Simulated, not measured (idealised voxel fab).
process module | voxel fin reveal
cross-section cut | 205 nm wide | cells 5 nm
A cross-section is a grid of square cells, given in bands from the top down. A band is one or more rows of cells.
Each band's line starts with the height of the band's top and of its bottom, in nm. Then come its materials from left to right, each with its width in nm. One material with "throughout" fills the band from edge to edge. "air" is empty space.
Height 0 is the level under which the wafer as received is all one material. The lowest band goes on downwards, as in "0 down".
A width such as "30 to 40" changes by the same amount from each row of cells to the next, from the band's top row to its bottom row.
"no change" after a step means that no cell of the cross-section changed.
closed voids: empty space of 8 cells or more with no open way to the top, each as width x height at its distance from the left edge, in nm
after a step's settings: what the simulator itself notes on the step
overlay nm, on a step with a mask: how far to the right of its planned place the mask lay; to the left if negative
plan
1 op RECEIVE | material Si
2 op CONFORMAL_DEP | material SiN | thk nm 10
3 op DIRECTIONAL_DEP | material aC | thk nm 10
4 op PATTERN | tone cover | mask id FINS | material resist | width nm 15 | pitch nm 35 | thk nm 30 | overlay nm 0
5 op DIRECTIONAL_ETCH | etch materials aC | depth nm 10
6 op STRIP | etch materials resist
7 op DIRECTIONAL_ETCH | etch materials SiN | depth nm 10
8 op DIRECTIONAL_ETCH | etch materials Si | depth nm 35
9 op STRIP | etch materials aC
10 op FILL_DEP | material SiO2 | thk nm 5
11 op CMP | height nm 10
12 op SELECTIVE_ETCH | etch materials SiO2 | depth nm 20
13 op STRIP | etch materials SiN
14 op CONFORMAL_DEP | material HfO2 | thk nm 5
as received, after step 1
  0 down: Si throughout
  closed voids: none
a wafer at the end: this start, this plan, one mistake
  5 to 0: air 55 | HfO2 30 | air 5 | HfO2 30 | air 5 | HfO2 30 | air 50
  0 to -5: air 55 | HfO2 5 | Si 20 | HfO2 5 | air 5 | HfO2 5 | Si 20 | HfO2 5 | air 5 | HfO2 5 | Si 20 | HfO2 5 | air 50
  -5 to -10: HfO2 60 | Si 20 | HfO2 15 | Si 20 | HfO2 15 | Si 20 | HfO2 55
  -10 to -35: SiO2 60 | Si 20 | SiO2 15 | Si 20 | SiO2 15 | Si 20 | SiO2 55
  -35 down: Si throughout
  closed voids: none
what went wrong: step 4 ran as: op PATTERN | tone cover | mask id FINS | material resist | width nm 20 | pitch nm 35 | thk nm 30 | overlay nm 0
